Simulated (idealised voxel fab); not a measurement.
Module name: voxel gate over fins (process module)
The cross-section shown here is cut; it is 150 nm wide and divided into square cells measuring 5 nm on a side.
A cross-section in this document is a grid of square cells, and it is written down as bands, the top band listed before the ones below it; a band is made up of one or more rows of cells. This entry defines a band. It first specifies the height of the band's top and the height of its bottom in nm, and then specifies the band's materials from left to right, stating each material with its width in nm. The word "everywhere" identifies a single material that fills the band from edge to edge, while the word "blank" identifies empty space. Note: height 0 marks the level under which the wafer is uniformly one material as received. Lowest band unbounded below, written "from 0 down". The width entry "30 to 40" should be interpreted row by row: the top row of cells in the band takes the first number, the bottom row takes the second number, and the change between adjacent rows is uniform throughout. "left unchanged" for a step: no cell of the cross-section changed in that step. Each empty space that has no open way to the top and spans at least 8 cells appears under "Encapsulated voids" as width x height at distance, the distance counted from the left edge, all in nm. Where a step's line continues beyond its settings, the continuation is a remark by the simulator itself on that step. When a step includes a mask, the "overlay nm" setting on its line states how far to the right of its planned place that mask lay, and negative values state how far to the left.
Planned process steps
| 1 | RECEIVE,material Si |
| 2 | CONFORMAL_DEP,material SiN,thk nm 10 |
| 3 | PATTERN,tone cover,mask id FINS,material resist,width nm 15,pitch nm 35,thk nm 15,overlay nm 0 |
| 4 | DIRECTIONAL_ETCH,etch materials SiN,depth nm 10 |
| 5 | DIRECTIONAL_ETCH,etch materials Si,depth nm 35 |
| 6 | STRIP,etch materials resist |
| 7 | OXIDIZE,depth nm 5 |
| 8 | FILL_DEP,material SiO2,thk nm 5 |
| 9 | CMP,height nm 10 |
| 10 | SELECTIVE_ETCH,etch materials SiO2,depth nm 25 |
| 11 | STRIP,etch materials SiN |
| 12 | CONFORMAL_DEP,material HfO2,thk nm 5 |
| 13 | CONFORMAL_DEP,material TiN,thk nm 5 |
| 14 | FILL_DEP,material W,thk nm 15 |
| 15 | CMP,height nm 20 |
| 16 | CONFORMAL_DEP,material SiCN,thk nm 10 |
As-received state of the wafer in cross-section, equivalent to post-step 1
    from 0 down = Si everywhere
    Encapsulated voids: none
Here's the wafer cut in cross-section after the module, started and planned just like above, except one thing was done wrong in the run
    from 30 to 20 = SiCN everywhere
    from 20 to 10 = W everywhere
    from 10 to 5 = TiN (55); W (5); TiN (30); W (5); TiN (55)
    from 5 to 0 = HfO2 (50); TiN (5); W (5); TiN (5); HfO2 (20); TiN (5); W (5); TiN (5); HfO2 (50)
    from 0 to -5 = Si (45); HfO2 (5); TiN (5); W (5); TiN (5); HfO2 (5); Si (10); HfO2 (5); TiN (5); W (5); TiN (5); HfO2 (5); Si (45)
    from -5 to -10 = Si (45); HfO2 (5); TiN (15); HfO2 (5); Si (10); HfO2 (5); TiN (15); HfO2 (5); Si (45)
    from -10 to -15 = Si (45); HfO2 (25); Si (10); HfO2 (25); Si (45)
    from -15 to -40 = Si (45); SiO2 (25); Si (10); SiO2 (25); Si (45)
    from -40 down = Si everywhere
    Encapsulated voids: none
In executing the process, a mistake was made relative to the plan: rather than as planned, step 3 actually ran as PATTERN,tone open,mask id FINS,material resist,width nm 15,pitch nm 35,thk nm 15,overlay nm 0
